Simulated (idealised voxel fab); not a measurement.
process module | voxel self aligned contacts
cross-section cut | 235 nm wide | cells 5 nm
A cross-section is a grid of square cells, given in bands from the top down. A band is one or more rows of cells.
Each band's line starts with the height of the band's top and of its bottom, in nm. Then come its materials from left to right, each with its width in nm. One material with "throughout" fills the band from edge to edge. "air" is empty space.
Height 0 is the level under which the wafer as received is all one material. The lowest band goes on downwards, as in "0 down".
A width such as "30 to 40" changes by the same amount from each row of cells to the next, from the band's top row to its bottom row.
"no change" after a step means that no cell of the cross-section changed.
closed voids: empty space of 8 cells or more with no open way to the top, each as width x height at its distance from the left edge, in nm
after a step's settings: what the simulator itself notes on the step
overlay nm, on a step with a mask: how far to the right of its planned place the mask lay; to the left if negative
plan
1 op RECEIVE | material Si
2 op OXIDIZE | depth nm 5
3 op DIRECTIONAL_DEP | material polySi | thk nm 20
4 op DIRECTIONAL_DEP | material SiN | thk nm 20
5 op MASKED_ETCH | tone cover | mask id GATE | width nm 30 | pitch nm 70 | etch materials SiN | depth nm 20 | overlay nm 0
6 op MASKED_ETCH | tone cover | mask id GATE | width nm 30 | pitch nm 70 | etch materials polySi | depth nm 20 | overlay nm 0
7 op CONFORMAL_DEP | material SiN | thk nm 10
8 op DIRECTIONAL_ETCH | etch materials SiN | depth nm 10
9 op FILL_DEP | material SiO2 | thk nm 10
10 op CMP | height nm 45
11 op DIRECTIONAL_DEP | material aC | thk nm 10
12 op PATTERN | tone open | mask id CONTACT | material resist | width nm 50 | thk nm 30 | overlay nm 0
13 op DIRECTIONAL_ETCH | etch materials aC | depth nm 10
14 op STRIP | etch materials resist
15 op DIRECTIONAL_ETCH | etch materials SiO2 | depth nm 50
16 op STRIP | etch materials aC
17 op CONFORMAL_DEP | material TiN | thk nm 5
18 op FILL_DEP | material Ru | thk nm 10
19 op CMP | height nm 45
20 op CONFORMAL_DEP | material SiN | thk nm 5
as received, after step 1
  0 down: Si throughout
  closed voids: none
a wafer at the end: this start, this plan, one mistake
  50 to 45: SiN throughout
  45 to 40: SiO2 80 | TiN 30 | Ru 10 | TiN 10 | SiO2 105
  40 to 20: SiO2 55 | SiN 50 | TiN 5 | Ru 10 | TiN 5 | SiN 50 | SiO2 60
  20 to 0: SiO2 55 | SiN 10 | polySi 30 | SiN 10 | TiN 5 | Ru 10 | TiN 5 | SiN 10 | polySi 30 | SiN 10 | SiO2 60
  0 to -5: SiO2 105 | TiN 20 | SiO2 110
  -5 down: Si throughout
  closed voids: none
what went wrong: step 12 ran as: op PATTERN | tone open | mask id CONTACT | material resist | width nm 50 | thk nm 30 | overlay nm -10
